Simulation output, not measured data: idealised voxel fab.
Herein follows the process module entitled voxel ribs on slabs.
We display cut, a cross-section 285 nm in width whose square cells are each 5 nm.
A cross-section in this document is a grid of square cells, and it is written down as bands, the top band listed before the ones below it; a band is made up of one or more rows of cells.
Within each band entry, the heights of the top and of the bottom of the band appear first, in that order and in nm; the materials of the band then follow from left to right, each with its corresponding width in nm. The designation "all across" on a single material indicates that it fills the band from edge to edge; the designation "air" indicates empty space.
Convention: height 0 is the level below which the wafer, as received, is all one material. The lowest band does not terminate at the bottom but continues downward, represented as "0 -> down".
Top row gets the first number, bottom row gets the second, and each row in between changes by the same step: that is how a band width like "30 to 40" works.
A step reported as "no change occurred" is a step in which no cell of the cross-section changed.
Enclosed voids (no open way to top), threshold 8 cells or more, entry "Closed internal voids", notation width x height at distance, distance from left edge, nm.
That trailing text on a step's line, after the settings, is the simulator's own remark on the step.
The setting "overlay nm" may be written on the line of a step. When the step uses a mask, the value reports how far to the right of the planned place the mask lay, and a negative value reports that it lay to the left.

PROCESS STEPS (PLANNED)
| 1 | RECEIVE: material Si |
| 2 | DIRECTIONAL_DEP: material SiO2, thk nm 30 |
| 3 | DIRECTIONAL_DEP: material SiN, thk nm 25 |
| 4 | DIRECTIONAL_DEP: material aC, thk nm 10 |
| 5 | PATTERN: tone cover, mask id RIB, material resist, width nm 30, thk nm 25, overlay nm 0 |
| 6 | DIRECTIONAL_ETCH: etch materials aC, depth nm 10 |
| 7 | STRIP: etch materials resist |
| 8 | DIRECTIONAL_ETCH: etch materials SiN, depth nm 5 |
| 9 | STRIP: etch materials aC |
| 10 | MASKED_ETCH: tone cover, mask id SLAB, width nm 60, etch materials SiN, depth nm 20, overlay nm 0 |
| 11 | FILL_DEP: material SiO2, thk nm 25 |
| 12 | CMP: height nm 70 |
| 13 | DIRECTIONAL_DEP: material TiN, thk nm 10 |
| 14 | PATTERN: tone cover, mask id HEATER, material resist, width nm 40, thk nm 20, overlay nm -15 |
| 15 | DIRECTIONAL_ETCH: etch materials TiN, depth nm 10 |
| 16 | STRIP: etch materials resist |
| 17 | CONFORMAL_DEP: material SiN, thk nm 5 |
For clarity, it should be stated that the wafers under discussion commence in an identical condition and differ with respect to the overlay nm of step 14, the plan indicating the value that the first wafer had.

CROSS-SECTION: THE FIRST OF SEVERAL WAFERS IN ITS AS-RECEIVED STATE, I.E. FOLLOWING STEP 1
    0 -> down = Si all across
    Closed internal voids: none

FOR YOUR REFERENCE, THE TABLE IS ORGANIZED WITH A ROW PER WAFER; EACH ROW REFLECTS THE WAFER AT THE END OF THE MODULE, INDICATING FOR EACH MATERIAL THE CELLS GAINED (+) OR LOST (-) SINCE RECEIPT, AND THEREAFTER ITS CLOSED VOIDS
overlay nm -15, +115 SiN, +744 SiO2, +16 TiN, Closed internal voids: none
overlay nm -10, +115 SiN, +744 SiO2, +16 TiN, Closed internal voids: none
overlay nm -5, +115 SiN, +744 SiO2, +16 TiN, Closed internal voids: none
overlay nm 0, +115 SiN, +744 SiO2, +16 TiN, Closed internal voids: none
overlay nm 5, +115 SiN, +744 SiO2, +16 TiN, Closed internal voids: none
overlay nm 10, +115 SiN, +744 SiO2, +16 TiN, Closed internal voids: none
overlay nm 15, +115 SiN, +744 SiO2, +16 TiN, Closed internal voids: none
